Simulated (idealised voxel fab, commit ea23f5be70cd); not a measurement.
voxel wiring stack: a process module
The figure presents cross-section cut, which has a width of 165 nm and is divided into square cells with an edge length of 5 nm.
Square cells in a grid make up a cross-section in this document, and the grid is given as bands, listed from the top down, each one or more rows of cells.
Band: top and bottom heights (nm) first, top before bottom; then materials from left to right, widths in nm. "throughout" marks a sole material filling the band edge to edge. "air" denotes empty space.
Heights are expressed relative to 0, this being the level below which the as-received wafer comprises one material exclusively. The lowest band is unbounded in the downward direction and is denoted as in "from 0 down".
When a width is written as two numbers, as in "30->40", the first number is the width in the top row of cells of the band and the second is the width in its bottom row, and the width changes by the same amount from each row to the next.
Where a step carries "remained the same", the cross-section came out of it unchanged, cell for cell.
The label "Enclosed void listing" introduces a list of the empty spaces, 8 cells or larger, that have no open way up to the top; each entry in it reads width x height at distance, where the distance is taken from the left edge and all three are stated in nm.
That trailing text on a step's line, after the settings, is the simulator's own remark on the step.
The "overlay nm" setting may appear on a step's line; for a step that uses a mask, it gives how far to the right of its planned position the mask lay, and a negative value indicates the left.

**Listed below are the process steps as planned**
1) RECEIVE, material Si
2) CONFORMAL_DEP, material SiO2, thk nm 10
3) DIRECTIONAL_DEP, material TiN, thk nm 5
4) DIRECTIONAL_DEP, material Ru, thk nm 25
5) DIRECTIONAL_DEP, material aC, thk nm 15
6) PATTERN, tone cover, mask id METAL_1, material resist, width nm 25, pitch nm 45, thk nm 35, overlay nm 0
7) DIRECTIONAL_ETCH, etch materials aC, depth nm 15
8) STRIP, etch materials resist
9) DIRECTIONAL_ETCH, etch materials Ru, depth nm 25
10) DIRECTIONAL_ETCH, etch materials TiN, depth nm 5
11) STRIP, etch materials aC
12) FILL_DEP, material SiO2, thk nm 5
13) CMP, height nm 40
14) CONFORMAL_DEP, material SiCN, thk nm 5
15) DIRECTIONAL_DEP, material SiO2, thk nm 15
16) DIRECTIONAL_DEP, material aC, thk nm 10
17) PATTERN, tone open, mask id PLUG_1, material resist, width nm 15, thk nm 30, overlay nm 0
18) DIRECTIONAL_ETCH, etch materials aC, depth nm 10
19) STRIP, etch materials resist
20) DIRECTIONAL_ETCH, etch materials SiO2, depth nm 15
21) DIRECTIONAL_ETCH, etch materials SiCN, depth nm 5
22) STRIP, etch materials aC
23) CONFORMAL_DEP, material TiN, thk nm 5
24) FILL_DEP, material W, thk nm 10
25) CMP, height nm 60
26) DIRECTIONAL_DEP, material TiN, thk nm 5
27) DIRECTIONAL_DEP, material W, thk nm 20
28) DIRECTIONAL_DEP, material aC, thk nm 10
29) PATTERN, tone cover, mask id METAL_2, material resist, width nm 25, pitch nm 45, thk nm 30, overlay nm 0
30) DIRECTIONAL_ETCH, etch materials aC, depth nm 10
31) STRIP, etch materials resist
32) DIRECTIONAL_ETCH, etch materials W, depth nm 20
33) DIRECTIONAL_ETCH, etch materials TiN, depth nm 5
34) STRIP, etch materials aC
35) CONFORMAL_DEP, material SiCN, thk nm 5
36) FILL_DEP, material SiO2, thk nm 5
37) CMP, height nm 85
38) CONFORMAL_DEP, material SiCN, thk nm 5

**As-received state of the wafer in cross-section, equivalent to post-step 1**
- from 0 down  Si throughout
- Enclosed void listing: none

**Look at the cross-section after the module: the wafer started out the way shown above and the plan was the one shown above, yet one mistake was made along the way**
- from 90 to 85  SiCN throughout
- from 85 to 65  40 SiO2; 5 SiCN; 25 W; 5 SiCN; 10 SiO2; 5 SiCN; 25 W; 5 SiCN; 45 SiO2
- from 65 to 60  45 SiCN; 25 TiN; 20 SiCN; 25 TiN; 50 SiCN
- from 60 to 50  45 SiO2; 5 TiN; 5 W; 5 TiN; 105 SiO2
- from 50 to 45  45 SiO2; 15 TiN; 105 SiO2
- from 45 to 40  TiN throughout
- from 40 to 15  45 SiO2; 25 Ru; 20 SiO2; 25 Ru; 50 SiO2
- from 15 to 10  45 SiO2; 25 TiN; 20 SiO2; 25 TiN; 50 SiO2
- from 10 to 0  SiO2 throughout
- from 0 down  Si throughout
- Enclosed void listing: none
What was done differently from what was planned? planned and actual differ for step 14; actual: CONFORMAL_DEP, material TiN, thk nm 5
